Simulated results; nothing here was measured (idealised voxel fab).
Herein follows the process module entitled voxel self aligned vias.
FYI the section here is cut, 300 nm wide, cells are 5 nm squares.
Bands, listed from the top down, are how a cross-section gets written in this document; the cross-section itself is a grid of square cells, and a band is one or more rows of them.
It is stipulated that each band's entry specify, in nanometres, the height of the top of the band and then that of its bottom, followed by the materials of the band in left-to-right sequence, each together with its width in nanometres. A single material marked by the word "all across" is understood to fill the band from edge to edge; the word "blank" is understood to denote empty space.
Where do heights start? At 0: under that level the wafer as delivered is made of one material only. And the lowest band has no floor; it just carries on downward, as in "top 0, no bottom".
Quick explanation for "30->40": the width changes in equal steps down the rows of cells, from the first number in the band's top row to the second number in its bottom row.
"identical to before" after a step means that no cell of the cross-section changed.
"Sealed-off cavities": empty spaces of 8 cells or more with no open way to the top, each given as width x height at distance, distance from the left edge, all in nm.
That trailing text on a step's line, after the settings, is the simulator's own remark on the step.
When a step includes a mask, the "overlay nm" setting on its line states how far to the right of its planned place that mask lay, and negative values state how far to the left.

**Planned process steps**
1. RECEIVE, material Si
2. CONFORMAL_DEP, material SiO2, thk nm 10
3. CONFORMAL_DEP, material SiCN, thk nm 5
4. DIRECTIONAL_DEP, material lowk, thk nm 20
5. DIRECTIONAL_DEP, material aC, thk nm 10
6. PATTERN, tone open, mask id LINES, material resist, width nm 20, pitch nm 70, thk nm 30, overlay nm 0
7. DIRECTIONAL_ETCH, etch materials aC, depth nm 10
8. STRIP, etch materials resist
9. DIRECTIONAL_ETCH, etch materials lowk, depth nm 20
10. STRIP, etch materials aC
11. CONFORMAL_DEP, material TiN, thk nm 5
12. FILL_DEP, material W, thk nm 10
13. CMP, height nm 35
14. SELECTIVE_ETCH, etch materials W Ru TiN, depth nm 5
15. FILL_DEP, material SiN, thk nm 5
16. CMP, height nm 35
17. DIRECTIONAL_DEP, material lowk, thk nm 20
18. PATTERN, tone open, mask id VIAS, material resist, width nm 40, thk nm 20, overlay nm 0
19. DIRECTIONAL_ETCH, etch materials lowk, depth nm 20
20. DIRECTIONAL_ETCH, etch materials SiN, depth nm 5
21. STRIP, etch materials resist
22. CONFORMAL_DEP, material TiN, thk nm 5
23. FILL_DEP, material W, thk nm 10
24. CMP, height nm 55
25. CONFORMAL_DEP, material SiN, thk nm 5

**Wafer cross-section on receipt, i.e. after step 1**
    top 0, no bottom: Si all across
    Sealed-off cavities: none

**Wafer cross-section at module end: first of two, run to plan**
    top 60, bottom 55: SiN all across
    top 55, bottom 40: 95 lowk  5 TiN  30 W  5 TiN  165 lowk
    top 40, bottom 35: 95 lowk  15 TiN  10 W  15 TiN  165 lowk
    top 35, bottom 30: 105 lowk  20 TiN  50 lowk  20 SiN  105 lowk
    top 30, bottom 20: 105 lowk  5 TiN  10 W  5 TiN  50 lowk  5 TiN  10 W  5 TiN  105 lowk
    top 20, bottom 15: 105 lowk  20 TiN  50 lowk  20 TiN  105 lowk
    top 15, bottom 10: SiCN all across
    top 10, bottom 0: SiO2 all across
    top 0, no bottom: Si all across
    Sealed-off cavities: none

**This cross-section belongs to the second wafer of two at the end of the module; the start and the plan were shared with the first, and the run included one mistake**
    top 60, bottom 55: SiN all across
    top 55, bottom 35: 95 lowk  5 TiN  30 W  5 TiN  165 lowk
    top 35, bottom 30: 95 lowk  40 TiN  40 lowk  20 SiN  105 lowk
    top 30, bottom 20: 95 lowk  15 TiN  10 W  15 TiN  40 lowk  5 TiN  10 W  5 TiN  105 lowk
    top 20, bottom 15: 95 lowk  40 TiN  40 lowk  20 TiN  105 lowk
    top 15, bottom 10: SiCN all across
    top 10, bottom 0: SiO2 all across
    top 0, no bottom: Si all across
    Sealed-off cavities: none
What was done differently from what was planned? step 19 of the plan was twice carried out
The closing comparison, in cells, has the second wafer with more or fewer of some materials than the first: TiN +12 | W +4 | lowk -16
